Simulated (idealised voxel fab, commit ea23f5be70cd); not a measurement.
Presented below is a process module, voxel ribs on slabs.
Shown is cross-section cut, with a width of 145 nm and square cells of size 5 nm.
We lay out every cross-section as a grid of square cells and spell it out in bands from the top down, where one band means one or more rows of cells. Heads up on the band format: heights come first, top then bottom, in nm. After that it's the materials left to right, each with its width in nm. A single material flagged "throughout" fills the whole band edge to edge, and "air" means there's empty space there. All heights in this document are referenced to 0, defined as the level beneath which the wafer, as received, consists entirely of one material. The lowest band is not bounded below; it extends indefinitely downward and is written in the form "0 nm and below". Quick explanation for "30..40": the width changes in equal steps down the rows of cells, from the first number in the band's top row to the second number in its bottom row. "no modifications" means the step left every cell of the cross-section as it was. "Closed void catalog" specifies each empty space that is not open to the top and that occupies no fewer than 8 cells, using the form width x height at distance, the distance measured from the left edge and all three quantities in nm. Post-settings text on a step line: simulator's own remark regarding the step. For masked steps, "overlay nm" on the step line gives how far right of plan the mask actually lay; a minus sign means it lay to the left.
# Steps planned for the process
1. RECEIVE | material Si
2. DIRECTIONAL_DEP | material SiO2 | thk nm 25
3. DIRECTIONAL_DEP | material polySi | thk nm 25
4. MASKED_ETCH | tone cover | mask id RIB | width nm 20 | etch materials polySi | depth nm 10 | overlay nm 0
5. MASKED_ETCH | tone cover | mask id SLAB | width nm 60 | etch materials polySi | depth nm 15 | overlay nm 0
6. FILL_DEP | material SiO2 | thk nm 20
7. CMP | height nm 65
8. DIRECTIONAL_DEP | material W | thk nm 10
9. DIRECTIONAL_DEP | material aC | thk nm 15
10. PATTERN | tone cover | mask id HEATER | material resist | width nm 30 | thk nm 30 | overlay nm 0
11. DIRECTIONAL_ETCH | etch materials aC | depth nm 15
12. STRIP | etch materials resist
13. DIRECTIONAL_ETCH | etch materials W | depth nm 10
14. STRIP | etch materials aC
15. CONFORMAL_DEP | material SiN | thk nm 10
Among the wafers covered here, the point of difference is the width nm at step 5; their starting state is shared, and the plan presents the value of the first wafer.
# First of several wafers, received after step 1, in cross-section
0 nm and below: Si throughout
Closed void catalog: none
# Take a look at the first of several wafers in cross-section: the module is done, and step 15 was its last step
85 nm to 75 nm: air=45; SiN=50; air=50
75 nm to 65 nm: SiN=55; W=30; SiN=60
65 nm to 50 nm: SiO2 throughout
50 nm to 40 nm: SiO2=60; polySi=20; SiO2=65
40 nm to 25 nm: SiO2=40; polySi=60; SiO2=45
25 nm to 0 nm: SiO2 throughout
0 nm and below: Si throughout
Closed void catalog: none
# Cross-section of the last wafer at end of module
85 nm to 75 nm: air=45; SiN=50; air=50
75 nm to 65 nm: SiN=55; W=30; SiN=60
65 nm to 50 nm: SiO2 throughout
50 nm to 40 nm: SiO2=60; polySi=20; SiO2=65
40 nm to 25 nm: SiO2=30; polySi=85; SiO2=30
25 nm to 0 nm: SiO2 throughout
0 nm and below: Si throughout
Closed void catalog: none
# The table below has one row for each wafer; a row shows, as of the end of the module, how many cells of each material the wafer has gained, marked (+), or lost, marked (-), since it was received, and then the wafer's closed voids
width nm 60, +66 SiN, +333 SiO2, +12 W, +44 polySi, Closed void catalog: none
width nm 65, +66 SiN, +330 SiO2, +12 W, +47 polySi, Closed void catalog: none
width nm 70, +66 SiN, +327 SiO2, +12 W, +50 polySi, Closed void catalog: none
width nm 75, +66 SiN, +324 SiO2, +12 W, +53 polySi, Closed void catalog: none
width nm 80, +66 SiN, +321 SiO2, +12 W, +56 polySi, Closed void catalog: none
width nm 85, +66 SiN, +318 SiO2, +12 W, +59 polySi, Closed void catalog: none
